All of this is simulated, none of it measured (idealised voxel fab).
Process module under the name voxel tone inversion
Pictured: cross-section cut, 165 nm wide, on a grid of 5 nm square cells.
Each cross-section below is a grid of square cells, stated as bands in top-down order, with one or more rows of cells making up each band.
Top, bottom (nm), then materials left to right with widths (nm); lone material tagged "edge to edge" fills the whole band edge to edge; "empty" = empty space.
All heights in this document are referenced to 0, defined as the level beneath which the wafer, as received, consists entirely of one material. The lowest band is not bounded below; it extends indefinitely downward and is written in the form "top 0, no bottom".
Top row gets the first number, bottom row gets the second, and each row in between changes by the same step: that is how a band width like "30->40" works.
Reading "identical to before" for a step: not a cell of the cross-section changed in it.
Entry "Closed internal cavities" = empty spaces >= 8 cells with no open way to the top; each as width x height at distance, distance from left edge, all nm.
after a step's settings: what the simulator itself notes on the step
overlay nm: on a step with a mask, how far right of its planned place the mask lay; negative means left.
### Planned process steps
- 1: RECEIVE, material Si
- 2: CONFORMAL_DEP, material SiN, thk nm 5
- 3: DIRECTIONAL_DEP, material polySi, thk nm 20
- 4: PATTERN, tone cover, mask id POSTS, material resist, width nm 20, pitch nm 35, thk nm 25, overlay nm 0
- 5: DIRECTIONAL_ETCH, etch materials polySi, depth nm 20
- 6: STRIP, etch materials resist
- 7: FILL_DEP, material lowk, thk nm 10
- 8: CMP, height nm 25
- 9: STRIP, etch materials polySi
### Account of the first of two wafers, which was processed as intended
### Shown in cross-section is the wafer as received, that is, as it stands after step 1
  top 0, no bottom = Si edge to edge
  Closed internal cavities: none
### Step 2 done - wafer cross-section
  top 5, bottom 0 = SiN edge to edge
  Everything under 0 stays put, no change at all.
### Step 3 done - wafer cross-section
  top 25, bottom 5 = polySi edge to edge
  Everything under 5 stays put, no change at all.
### Step 4 done - wafer cross-section
  top 50, bottom 25 = 20 nm empty, 20 nm resist, 15 nm empty, 20 nm resist, 15 nm empty, 20 nm resist, 15 nm empty, 20 nm resist, 20 nm empty
  Everything under 25 stays put, no change at all.
### Step 5 done - wafer cross-section
  top 50, bottom 25 = 20 nm empty, 20 nm resist, 15 nm empty, 20 nm resist, 15 nm empty, 20 nm resist, 15 nm empty, 20 nm resist, 20 nm empty
  top 25, bottom 5 = 20 nm empty, 20 nm polySi, 15 nm empty, 20 nm polySi, 15 nm empty, 20 nm polySi, 15 nm empty, 20 nm polySi, 20 nm empty
  Everything under 5 stays put, no change at all.
### Step 6 done - wafer cross-section
  top 25, bottom 5 = 20 nm empty, 20 nm polySi, 15 nm empty, 20 nm polySi, 15 nm empty, 20 nm polySi, 15 nm empty, 20 nm polySi, 20 nm empty
  Everything under 5 stays put, no change at all.
### Step 7 done - wafer cross-section
  top 35, bottom 25 = lowk edge to edge
  top 25, bottom 5 = 20 nm lowk, 20 nm polySi, 15 nm lowk, 20 nm polySi, 15 nm lowk, 20 nm polySi, 15 nm lowk, 20 nm polySi, 20 nm lowk
  Everything under 5 stays put, no change at all.
### Step 8 done - wafer cross-section
  top 25, bottom 5 = 20 nm lowk, 20 nm polySi, 15 nm lowk, 20 nm polySi, 15 nm lowk, 20 nm polySi, 15 nm lowk, 20 nm polySi, 20 nm lowk
  Everything under 5 stays put, no change at all.
### Step 9 done - wafer cross-section
  top 25, bottom 5 = 20 nm lowk, 20 nm empty, 15 nm lowk, 20 nm empty, 15 nm lowk, 20 nm empty, 15 nm lowk, 20 nm empty, 20 nm lowk
  Everything under 5 stays put, no change at all.
### second wafer: like start, like plan, one mistake. Through step 3 it matches the first wafer
### Second wafer, cut view, end of step 4 per plan
  top 50, bottom 25 = 20 nm resist, 20 nm empty, 15 nm resist, 20 nm empty, 15 nm resist, 20 nm empty, 15 nm resist, 20 nm empty, 20 nm resist
  Everything under 25 stays put, no change at all.
### Second wafer, cut view, end of step 5 per plan
  top 50, bottom 25 = 20 nm resist, 20 nm empty, 15 nm resist, 20 nm empty, 15 nm resist, 20 nm empty, 15 nm resist, 20 nm empty, 20 nm resist
  top 25, bottom 5 = 20 nm polySi, 20 nm empty, 15 nm polySi, 20 nm empty, 15 nm polySi, 20 nm empty, 15 nm polySi, 20 nm empty, 20 nm polySi
  Everything under 5 stays put, no change at all.
### Second wafer, cut view, end of step 6 per plan
  top 25, bottom 5 = 20 nm polySi, 20 nm empty, 15 nm polySi, 20 nm empty, 15 nm polySi, 20 nm empty, 15 nm polySi, 20 nm empty, 20 nm polySi
  Everything under 5 stays put, no change at all.
### Second wafer, cut view, end of step 7 per plan
  top 35, bottom 25 = lowk edge to edge
  top 25, bottom 5 = 20 nm polySi, 20 nm lowk, 15 nm polySi, 20 nm lowk, 15 nm polySi, 20 nm lowk, 15 nm polySi, 20 nm lowk, 20 nm polySi
  Everything under 5 stays put, no change at all.
### Second wafer, cut view, end of step 8 per plan
  top 25, bottom 5 = 20 nm polySi, 20 nm lowk, 15 nm polySi, 20 nm lowk, 15 nm polySi, 20 nm lowk, 15 nm polySi, 20 nm lowk, 20 nm polySi
  Everything under 5 stays put, no change at all.
### Second wafer, cut view, end of step 9 per plan
  top 25, bottom 5 = 20 nm empty, 20 nm lowk, 15 nm empty, 20 nm lowk, 15 nm empty, 20 nm lowk, 15 nm empty, 20 nm lowk, 20 nm empty
  Everything under 5 stays put, no change at all.
Misprocessing identified: so step 4 ended up running with a different setting than we planned, it ran as PATTERN, tone open, mask id POSTS, material resist, width nm 20, pitch nm 35, thk nm 25, overlay nm 0
The final cell counts differ between the wafers, with the second having more or fewer of some materials than the first: 4 fewer of lowk
